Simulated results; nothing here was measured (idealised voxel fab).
The following is a process module called voxel self aligned vias.
Cross-sectional view cut (width: 250 nm; square cell size: 5 nm).
Notation: cross-section as square-cell grid; stated in bands, top first, going down; one or more cell rows per band. Basically the band line says how high the top is and how high the bottom is, in nm, and then what's in it from left to right, every material with its width in nm. Empty space shows up as "air", and if a single material carries "edge to edge" it runs the full band edge to edge. Counting heights begins at 0, where everything beneath is, in the wafer as received, one material. The lowest band has no bottom; it goes on downwards, as "0 nm and below" shows. A two-number width, for instance "30->40", indicates that the width is equal to the first number in the top row of the band and to the second number in the bottom row, and that it changes by a constant amount per row of cells. The designation "no alteration", where it is given for a processing step, indicates that no cell of the cross-section was altered in the course of that step. Any empty space of 8 cells or more lacking an open way to the top shows up in "Cavities, sealed" as width x height at distance, distance from the left edge, in nm. after a step's settings: what the simulator itself notes on the step. The "overlay nm" setting may appear on a step's line; for a step that uses a mask, it gives how far to the right of its planned position the mask lay, and a negative value indicates the left.
[Process steps - plan]
| 1 | RECEIVE | material Si |
| 2 | CONFORMAL_DEP | material SiO2 | thk nm 15 |
| 3 | CONFORMAL_DEP | material SiCN | thk nm 5 |
| 4 | DIRECTIONAL_DEP | material SiO2 | thk nm 30 |
| 5 | DIRECTIONAL_DEP | material aC | thk nm 15 |
| 6 | PATTERN | tone open | mask id LINES | material resist | width nm 30 | pitch nm 75 | thk nm 35 | overlay nm 0 |
| 7 | DIRECTIONAL_ETCH | etch materials aC | depth nm 15 |
| 8 | STRIP | etch materials resist |
| 9 | DIRECTIONAL_ETCH | etch materials SiO2 | depth nm 30 |
| 10 | STRIP | etch materials aC |
| 11 | CONFORMAL_DEP | material TiN | thk nm 5 |
| 12 | FILL_DEP | material W | thk nm 10 |
| 13 | CMP | height nm 50 |
| 14 | SELECTIVE_ETCH | etch materials W Ru TiN | depth nm 5 |
| 15 | FILL_DEP | material SiN | thk nm 5 |
| 16 | CMP | height nm 50 |
| 17 | DIRECTIONAL_DEP | material SiO2 | thk nm 20 |
| 18 | PATTERN | tone open | mask id VIAS | material resist | width nm 50 | pitch nm 150 | thk nm 15 | overlay nm 0 |
| 19 | DIRECTIONAL_ETCH | etch materials SiO2 | depth nm 20 |
| 20 | DIRECTIONAL_ETCH | etch materials SiN | depth nm 5 |
| 21 | STRIP | etch materials resist |
| 22 | CONFORMAL_DEP | material TiN | thk nm 5 |
| 23 | FILL_DEP | material Cu | thk nm 10 |
| 24 | CMP | height nm 70 |
| 25 | CONFORMAL_DEP | material SiN | thk nm 5 |
[The cross-section here shows the wafer as received, i.e. in its state after step 1]
    0 nm and below  Si edge to edge
    Cavities, sealed: none
[Module complete - cross-section of the first of two wafers, run according to plan]
    75 nm to 70 nm  SiN edge to edge
    70 nm to 55 nm  SiO2 25, then TiN 5, then Cu 40, then TiN 5, then SiO2 100, then TiN 5, then Cu 40, then TiN 5, then SiO2 25
    55 nm to 50 nm  SiO2 25, then TiN 15, then Cu 20, then TiN 15, then SiO2 100, then TiN 15, then Cu 20, then TiN 15, then SiO2 25
    50 nm to 45 nm  SiO2 35, then TiN 30, then SiO2 45, then SiN 30, then SiO2 45, then TiN 30, then SiO2 35
    45 nm to 25 nm  SiO2 35, then TiN 5, then W 20, then TiN 5, then SiO2 45, then TiN 5, then W 20, then TiN 5, then SiO2 45, then TiN 5, then W 20, then TiN 5, then SiO2 35
    25 nm to 20 nm  SiO2 35, then TiN 30, then SiO2 45, then TiN 30, then SiO2 45, then TiN 30, then SiO2 35
    20 nm to 15 nm  SiCN edge to edge
    15 nm to 0 nm  SiO2 edge to edge
    0 nm and below  Si edge to edge
    Cavities, sealed: none
[Now the second wafer, cross-sectioned at the end of the module. Nothing different at the start, nothing different in the plan compared with the first, just one mistake when it was actually run]
    75 nm to 70 nm  SiN edge to edge
    70 nm to 55 nm  SiO2 25, then TiN 5, then Cu 40, then TiN 5, then SiO2 100, then TiN 5, then Cu 40, then TiN 5, then SiO2 25
    55 nm to 50 nm  SiO2 25, then TiN 50, then SiO2 100, then TiN 50, then SiO2 25
    50 nm to 45 nm  SiN 25, then TiN 10, then SiO2 30, then TiN 10, then SiN 35, then SiO2 30, then SiN 35, then TiN 10, then SiO2 30, then TiN 10, then SiN 25
    45 nm to 25 nm  W 30, then TiN 5, then SiO2 30, then TiN 5, then W 35, then TiN 5, then SiO2 30, then TiN 5, then W 35, then TiN 5, then SiO2 30, then TiN 5, then W 30
    25 nm to 20 nm  TiN 35, then SiO2 30, then TiN 45, then SiO2 30, then TiN 45, then SiO2 30, then TiN 35
    20 nm to 15 nm  SiCN edge to edge
    15 nm to 0 nm  SiO2 edge to edge
    0 nm and below  Si edge to edge
    Cavities, sealed: none
Deviation from plan: step 6 deviated from plan and actually ran as PATTERN | tone cover | mask id LINES | material resist | width nm 30 | pitch nm 75 | thk nm 35 | overlay nm 0
Upon completion, the second wafer contains, in terms of cells, a greater or smaller amount of certain materials than the first wafer: 8 fewer of Cu, 18 more of SiN, 84 fewer of SiO2, 18 more of TiN, 56 more of W
